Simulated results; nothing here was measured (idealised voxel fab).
Name of the process module below: voxel tone inversion
195 nm wide, 5 nm square cells: that's cross-section cut.
Notation: cross-section as square-cell grid; stated in bands, top first, going down; one or more cell rows per band.
First you get the band's top height and its bottom height, in nm, and then the materials it's made of, left to right, with each width in nm. If you see a single material with "all across", that one covers the band edge to edge. "blank" is empty space.
Ref level 0: as-received wafer is one material below here. Bottom band extends down with no lower bound ("0 -> down").
The width entry "30..40" should be interpreted row by row: the top row of cells in the band takes the first number, the bottom row takes the second number, and the change between adjacent rows is uniform throughout.
Key: "remained unchanged" - step with no changed cell in the cross-section.
What "Entrapped void list" gives you is every empty space of 8 cells or more that is cut off from the top. Each appears as width x height at distance, with the distance taken from the left edge and width, height and distance all in nm.
Past the settings on a step's line: simulator remark, on that step.
"overlay nm", when on a step's line for a step with a mask, measures how far to the right of its planned place the mask lay; a negative measure means to the left.
# The following list gives the planned process steps
1) RECEIVE, material Si
2) CONFORMAL_DEP, material SiCN, thk nm 10
3) DIRECTIONAL_DEP, material aC, thk nm 15
4) PATTERN, tone cover, mask id POSTS, material resist, width nm 25, pitch nm 55, thk nm 25, overlay nm 0
5) DIRECTIONAL_ETCH, etch materials aC, depth nm 15
6) STRIP, etch materials resist
7) FILL_DEP, material lowk, thk nm 5
8) CMP, height nm 25
9) STRIP, etch materials aC
# Account of the first of two wafers, which was processed as intended
# Step 1 complete: cross-section of the wafer as received
> 0 -> down | Si all across
> Entrapped void list: none
# Sectional view: wafer, after step 2
> 10 -> 0 | SiCN all across
> Below 0 it's all the same as before, nothing changed down there.
# Sectional view: wafer, after step 3
> 25 -> 10 | aC all across
> Below 10 it's all the same as before, nothing changed down there.
# Sectional view: wafer, after step 4
> 50 -> 25 | blank=30 / resist=25 / blank=30 / resist=25 / blank=30 / resist=25 / blank=30
> Below 25 it's all the same as before, nothing changed down there.
# Sectional view: wafer, after step 5
> 35 -> 25 | blank=30 / resist=25 / blank=30 / resist=25 / blank=30 / resist=25 / blank=30
> 25 -> 10 | blank=30 / aC=25 / blank=30 / aC=25 / blank=30 / aC=25 / blank=30
> Below 10 it's all the same as before, nothing changed down there.
# Sectional view: wafer, after step 6
> 25 -> 10 | blank=30 / aC=25 / blank=30 / aC=25 / blank=30 / aC=25 / blank=30
> Below 10 it's all the same as before, nothing changed down there.
# Sectional view: wafer, after step 7
> 30 -> 25 | lowk all across
> 25 -> 10 | lowk=30 / aC=25 / lowk=30 / aC=25 / lowk=30 / aC=25 / lowk=30
> Below 10 it's all the same as before, nothing changed down there.
# Sectional view: wafer, after step 8
> 25 -> 10 | lowk=30 / aC=25 / lowk=30 / aC=25 / lowk=30 / aC=25 / lowk=30
> Below 10 it's all the same as before, nothing changed down there.
# Sectional view: wafer, after step 9
> 25 -> 10 | lowk=30 / blank=25 / lowk=30 / blank=25 / lowk=30 / blank=25 / lowk=30
> Below 10 it's all the same as before, nothing changed down there.
# Second of two: same start, same plan, one run error; steps up to and including 3 match the first
# Second wafer profile in section, at the moment step 4 of the plan was meant to be complete
> 50 -> 25 | blank=35 / resist=25 / blank=30 / resist=25 / blank=30 / resist=25 / blank=25
> Below 25 it's all the same as before, nothing changed down there.
# Second wafer profile in section, at the moment step 5 of the plan was meant to be complete
> 35 -> 25 | blank=35 / resist=25 / blank=30 / resist=25 / blank=30 / resist=25 / blank=25
> 25 -> 10 | blank=35 / aC=25 / blank=30 / aC=25 / blank=30 / aC=25 / blank=25
> Below 10 it's all the same as before, nothing changed down there.
# Second wafer profile in section, at the moment step 6 of the plan was meant to be complete
> 25 -> 10 | blank=35 / aC=25 / blank=30 / aC=25 / blank=30 / aC=25 / blank=25
> Below 10 it's all the same as before, nothing changed down there.
# Second wafer profile in section, at the moment step 7 of the plan was meant to be complete
> 30 -> 25 | lowk all across
> 25 -> 10 | lowk=35 / aC=25 / lowk=30 / aC=25 / lowk=30 / aC=25 / lowk=25
> Below 10 it's all the same as before, nothing changed down there.
# Second wafer profile in section, at the moment step 8 of the plan was meant to be complete
> 25 -> 10 | lowk=35 / aC=25 / lowk=30 / aC=25 / lowk=30 / aC=25 / lowk=25
> Below 10 it's all the same as before, nothing changed down there.
# Second wafer profile in section, at the moment step 9 of the plan was meant to be complete
> 25 -> 10 | lowk=35 / blank=25 / lowk=30 / blank=25 / lowk=30 / blank=25 / lowk=25
> Below 10 it's all the same as before, nothing changed down there.
Deviation from plan: step 4 was not run as planned; what actually ran was PATTERN, tone cover, mask id POSTS, material resist, width nm 25, pitch nm 55, thk nm 25, overlay nm 5
Matching per-material cell counts, mismatched positions: that is how the second wafer compares with the first at the end.
